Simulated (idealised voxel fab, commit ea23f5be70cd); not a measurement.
This section sets out a process module, namely voxel ribs on slabs.
FYI the section here is cut, 275 nm wide, cells are 5 nm squares.
Cross-section format: a grid of square cells, given as bands from top to bottom; each band is one or more rows of cells. In this notation a band is specified by the heights of its top and bottom, in that order and in nm, after which its materials appear from left to right, each paired with its width in nm. The word "edge to edge" attached to a single material means that material fills the band from edge to edge; the word "blank" stands for empty space. Basically, 0 is our baseline, since under it the wafer straight out of the box is all one material. The bottom band has no lower end and keeps on going down, so it looks like "from 0 down". Graded width ("30 to 40"): value in top row of band = first number; value in bottom row = second number; row-to-row change constant. No cell of the cross-section changed in a step that is given as "no modification". You'll see "Trapped voids" listing empty spaces that have no way open to the top, as long as they're 8 cells or more; the notation is width x height at distance, where the distance is from the left edge, and all of it is in nm. after a step's settings: what the simulator itself notes on the step. "overlay nm" on a masked step: distance the mask lay right of its planned place, negative for left.

Steps planned for the process
1. op RECEIVE | material Si
2. op DIRECTIONAL_DEP | material SiO2 | thk nm 30
3. op DIRECTIONAL_DEP | material polySi | thk nm 25
4. op MASKED_ETCH | tone cover | mask id RIB | width nm 20 | etch materials polySi | depth nm 5 | overlay nm 0
5. op MASKED_ETCH | tone cover | mask id SLAB | width nm 80 | etch materials polySi | depth nm 20 | overlay nm 0
6. op FILL_DEP | material SiO2 | thk nm 20
7. op CMP | height nm 70
8. op DIRECTIONAL_DEP | material TiN | thk nm 10
9. op MASKED_ETCH | tone cover | mask id HEATER | width nm 30 | etch materials TiN | depth nm 10 | overlay nm 0
10. op CONFORMAL_DEP | material SiN | thk nm 10

Cross-sectional view of the wafer in its as-received condition, corresponding to the state after step 1
	from 0 down: Si edge to edge
	Trapped voids: none

Starting structure and process plan are as shown above, but one mistake was made in running the module; the wafer cross-section at the end of the module follows
	from 80 to 70: 120 nm blank; 30 nm TiN; 125 nm blank
	from 70 to 55: SiO2 edge to edge
	from 55 to 50: 125 nm SiO2; 20 nm polySi; 130 nm SiO2
	from 50 to 30: 95 nm SiO2; 80 nm polySi; 100 nm SiO2
	from 30 to 0: SiO2 edge to edge
	from 0 down: Si edge to edge
	Trapped voids: none
Processing error: step 10 of the plan never got run, it was skipped over
